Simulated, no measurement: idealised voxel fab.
Documented hereafter: the process module known as voxel capacitor over wiring.
Cross-section cut spans 260 nm and uses square cells 5 nm in size.
We lay out every cross-section as a grid of square cells and spell it out in bands from the top down, where one band means one or more rows of cells.
What a band's entry tells you: where the top is and where the bottom is, as heights in nm, and after that what lies inside, material by material from left to right, each with its width in nm. Empty space is written as the word "blank", and a single material marked with the word "edge to edge" occupies the band from edge to edge.
Convention: height 0 is the level below which the wafer, as received, is all one material. The lowest band does not terminate at the bottom but continues downward, represented as "0 nm and below".
Read "30 to 40" as a graded width: first number on top, second number at the bottom, same change between each pair of neighbouring rows.
"nothing got changed" (step): cross-section cells unchanged, all of them.
"Entrapped void list" lists enclosed empty spaces (at least 8 cells, no open path upward to the top), each as width x height at distance from the left edge, in nm.
Post-settings text on a step line: simulator's own remark regarding the step.
overlay nm: mask offset rightward from planned place, masked step; negative means leftward offset.
Listed below are the process steps as planned:
1) RECEIVE [material Si]
2) CONFORMAL_DEP [material SiO2] [thk nm 15]
3) CONFORMAL_DEP [material SiCN] [thk nm 5]
4) DIRECTIONAL_DEP [material SiO2] [thk nm 15]
5) MASKED_ETCH [tone open] [mask id METAL_1] [width nm 30] [pitch nm 100] [etch materials SiO2] [depth nm 15] [overlay nm 0]
6) MASKED_ETCH [tone open] [mask id METAL_1] [width nm 30] [pitch nm 100] [etch materials SiCN] [depth nm 5] [overlay nm 0]
7) CONFORMAL_DEP [material TiN] [thk nm 5]
8) FILL_DEP [material Cu] [thk nm 5]
9) CMP [height nm 35]
10) EPI [material Ru] [thk nm 5]
11) FILL_DEP [material SiCN] [thk nm 5]
12) DIRECTIONAL_DEP [material SiO2] [thk nm 15]
13) MASKED_ETCH [tone open] [mask id PLUG_1] [width nm 15] [etch materials SiO2] [depth nm 15] [overlay nm 0]
14) MASKED_ETCH [tone open] [mask id PLUG_1] [width nm 15] [etch materials SiCN] [depth nm 5] [overlay nm 0]
15) EPI [material Ru] [thk nm 10]
16) EPI [material Ru] [thk nm 10]
17) DIRECTIONAL_DEP [material TiN] [thk nm 5]
18) DIRECTIONAL_DEP [material Al2O3] [thk nm 5]
19) DIRECTIONAL_DEP [material TiN] [thk nm 10]
20) MASKED_ETCH [tone cover] [mask id UPPER_PLATE] [width nm 75] [etch materials TiN] [depth nm 10] [overlay nm 0]
21) MASKED_ETCH [tone cover] [mask id UPPER_PLATE] [width nm 75] [etch materials Al2O3] [depth nm 5] [overlay nm 0]
22) PATTERN [tone cover] [mask id LOWER_PLATE] [material resist] [width nm 85] [thk nm 15] [overlay nm 0]
23) DIRECTIONAL_ETCH [etch materials TiN] [depth nm 5]
24) STRIP [etch materials resist]
25) FILL_DEP [material SiO2] [thk nm 20]
26) CMP [height nm 95]
27) PATTERN [tone open] [mask id PLUG_2] [material resist] [width nm 15] [thk nm 15] [overlay nm 0]
28) DIRECTIONAL_ETCH [etch materials SiO2] [depth nm 15]
29) STRIP [etch materials resist]
30) CONFORMAL_DEP [material TiN] [thk nm 5]
31) FILL_DEP [material Ru] [thk nm 10]
32) CMP [height nm 95]
33) CONFORMAL_DEP [material SiN] [thk nm 5]
Incoming wafer in cross-section (state: after step 1):
* 0 nm and below = Si edge to edge
* Entrapped void list: none
End-of-module XS, first of two wafers, run as planned:
* 100 nm to 95 nm = SiN edge to edge
* 95 nm to 85 nm = SiO2: 90 / TiN: 5 / Ru: 5 / TiN: 5 / SiO2: 155
* 85 nm to 80 nm = SiO2: 90 / TiN: 15 / SiO2: 155
* 80 nm to 70 nm = SiO2: 80 / TiN: 75 / SiO2: 105
* 70 nm to 65 nm = SiO2: 80 / Al2O3: 75 / SiO2: 105
* 65 nm to 60 nm = SiO2: 75 / TiN: 85 / SiO2: 100
* 60 nm to 45 nm = SiO2: 80 / Ru: 15 / SiO2: 165
* 45 nm to 40 nm = SiCN: 80 / Ru: 15 / SiCN: 165
* 40 nm to 35 nm = SiCN: 60 / Ru: 40 / SiCN: 60 / Ru: 40 / SiCN: 60
* 35 nm to 20 nm = SiO2: 65 / TiN: 5 / Cu: 20 / TiN: 5 / SiO2: 70 / TiN: 5 / Cu: 20 / TiN: 5 / SiO2: 65
* 20 nm to 15 nm = SiCN: 65 / TiN: 30 / SiCN: 70 / TiN: 30 / SiCN: 65
* 15 nm to 0 nm = SiO2 edge to edge
* 0 nm and below = Si edge to edge
* Entrapped void list: none
Presented here is a cross-section of the second of the two wafers as it stood at the end of the module. It was started in the same manner and assigned the same plan as the first wafer; however, one mistake was made in its execution:
* 100 nm to 95 nm = SiN edge to edge
* 95 nm to 85 nm = SiO2: 90 / TiN: 5 / Ru: 5 / TiN: 5 / SiO2: 155
* 85 nm to 80 nm = SiO2: 90 / TiN: 15 / SiO2: 155
* 80 nm to 70 nm = SiO2: 80 / TiN: 75 / SiO2: 105
* 70 nm to 65 nm = SiO2: 80 / Al2O3: 75 / SiO2: 105
* 65 nm to 60 nm = SiO2: 75 / TiN: 85 / SiO2: 100
* 60 nm to 45 nm = SiO2: 80 / Ru: 15 / SiO2: 165
* 45 nm to 40 nm = SiCN: 80 / Ru: 15 / SiCN: 165
* 40 nm to 35 nm = SiCN: 55 / Ru: 50 / SiCN: 50 / Ru: 50 / SiCN: 55
* 35 nm to 25 nm = SiO2: 60 / TiN: 5 / Cu: 30 / TiN: 5 / SiO2: 60 / TiN: 5 / Cu: 30 / TiN: 5 / SiO2: 60
* 25 nm to 20 nm = SiO2: 60 / TiN: 10 / Cu: 20 / TiN: 10 / SiO2: 60 / TiN: 10 / Cu: 20 / TiN: 10 / SiO2: 60
* 20 nm to 15 nm = SiCN: 65 / TiN: 30 / SiCN: 70 / TiN: 30 / SiCN: 65
* 15 nm to 0 nm = SiO2 edge to edge
* 0 nm and below = Si edge to edge
* Entrapped void list: none
Nonconformance to the process plan: in deviation from the planned setting, step 5 was conducted as MASKED_ETCH [tone open] [mask id METAL_1] [width nm 40] [pitch nm 100] [etch materials SiO2] [depth nm 15] [overlay nm 0]
The second wafer ends with more or fewer cells of some materials than the first, per final count: Cu: 8 more, Ru: 4 more, SiCN: 4 fewer, SiO2: 12 fewer, TiN: 4 more
